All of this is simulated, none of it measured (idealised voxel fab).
Process module, titled voxel released beams
Section cut is 210 nm wide and gridded with 5 nm square cells.
Format of a cross-section: grid, square cells. Given as bands. Order: top down. Band: one or more rows of cells. First you get the band's top height and its bottom height, in nm, and then the materials it's made of, left to right, with each width in nm. If you see a single material with "full width", that one covers the band edge to edge. "air" is empty space. The level at which height equals 0 is the one under which the wafer, as it arrives, is entirely one material. No lower edge exists for the bottom band, which continues downward and is notated as in "from 0 down". Think of "30 to 40" as a width that walks from the first number to the second as you go down the band, top row to bottom row, taking equal-sized steps from row to row. The designation "nothing different", where it is given for a processing step, indicates that no cell of the cross-section was altered in the course of that step. In the "Internal closed voids" entry, you get each enclosed empty space of 8 cells or more, one with no open way to the top, written width x height at distance, distance from the left edge, in nm. What comes after the settings on a step's line is commentary from the simulator itself on that step. overlay nm, on a step with a mask: how far to the right of its planned place the mask lay; to the left if negative.

These are the steps we planned for the process
1: op RECEIVE | material Si
2: op CONFORMAL_DEP | material Al2O3 | thk nm 10
3: op DIRECTIONAL_DEP | material SiO2 | thk nm 20
4: op PATTERN | tone open | mask id ANCHOR | material resist | width nm 35 | thk nm 20 | overlay nm 0
5: op DIRECTIONAL_ETCH | etch materials SiO2 | depth nm 20
6: op STRIP | etch materials resist
7: op CONFORMAL_DEP | material polySi | thk nm 15
8: op MASKED_ETCH | tone cover | mask id BEAM | width nm 115 | etch materials polySi | depth nm 15 | overlay nm 0
9: op STRIP | etch materials SiO2

Cross-section: wafer on arrival = after step 1
* from 0 down  Si full width
* Internal closed voids: none

Wafer cross-section at end of module: start and plan as shown above, one execution error
* from 35 to 20  45 of air  20 of polySi  5 of air  90 of polySi  50 of air
* from 20 to 15  50 of air  15 of polySi  5 of air  15 of polySi  125 of air
* from 15 to 0  50 of air  35 of polySi  125 of air
* from 0 down  Si full width
* Internal closed voids: none
Deviation noted in wafer processing: step 2 of the plan got skipped, so it never ran
